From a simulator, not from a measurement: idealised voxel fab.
Process module heading - voxel quadruple lines
We display cut, a cross-section 205 nm in width whose square cells are each 5 nm.
Cross-sections here: square-cell grids, written as top-down lists of bands, a band being one or more rows of cells.
The band entry comprises the height of the band's top followed by the height of its bottom, expressed in nm, and subsequently the band's materials from left to right, each stated together with its width in nm. Where a single material is marked with the word "edge to edge", that material fills the band from edge to edge. The word "air" represents empty space.
Zero point of the height axis is 0; under it, received wafer = one material. Lowest band: continues down indefinitely, "0..down".
A two-number width, for instance "30->40", indicates that the width is equal to the first number in the top row of the band and to the second number in the bottom row, and that it changes by a constant amount per row of cells.
Where a step carries "no change", the cross-section came out of it unchanged, cell for cell.
"Closed void register" means: voids of 8 cells or more that are shut off from the top with no open way through. Written width x height at distance, distance from the left edge, in nm.
What comes after the settings on a step's line is commentary from the simulator itself on that step.
overlay nm: step with mask; distance mask lay right of planned place; negative value = left of planned place.

# The following list gives the planned process steps
1: RECEIVE,material Si
2: CONFORMAL_DEP,material Al2O3,thk nm 5
3: DIRECTIONAL_DEP,material Ru,thk nm 15
4: DIRECTIONAL_DEP,material polySi,thk nm 15
5: DIRECTIONAL_DEP,material aC,thk nm 25
6: PATTERN,tone cover,mask id MANDREL,material resist,width nm 30,thk nm 30,overlay nm 0
7: DIRECTIONAL_ETCH,etch materials aC,depth nm 25
8: STRIP,etch materials resist
9: CONFORMAL_DEP,material SiO2,thk nm 10
10: DIRECTIONAL_ETCH,etch materials SiO2,depth nm 10
11: STRIP,etch materials aC
12: DIRECTIONAL_ETCH,etch materials polySi,depth nm 15
13: STRIP,etch materials SiO2
14: CONFORMAL_DEP,material SiCN,thk nm 10
15: DIRECTIONAL_ETCH,etch materials SiCN,depth nm 10
16: STRIP,etch materials polySi
17: DIRECTIONAL_ETCH,etch materials Ru,depth nm 15
18: STRIP,etch materials SiCN
19: FILL_DEP,material lowk,thk nm 10
20: CMP,height nm 20

# Wafer at receipt (post step 1), cross-section
0..down = Si edge to edge
Closed void register: none

# Final wafer profile in cross-section after the module, from the same start and plan as above, with one mistake made during processing
20..15 = lowk edge to edge
15..5 = lowk 65 nm / Ru 10 nm / lowk 10 nm / Ru 10 nm / lowk 10 nm / Ru 10 nm / lowk 10 nm / Ru 10 nm / lowk 70 nm
5..0 = Al2O3 edge to edge
0..down = Si edge to edge
Closed void register: none
Finding, execution versus plan: for step 3, the planned setting was not used; the step was instead run as DIRECTIONAL_DEP,material Ru,thk nm 10
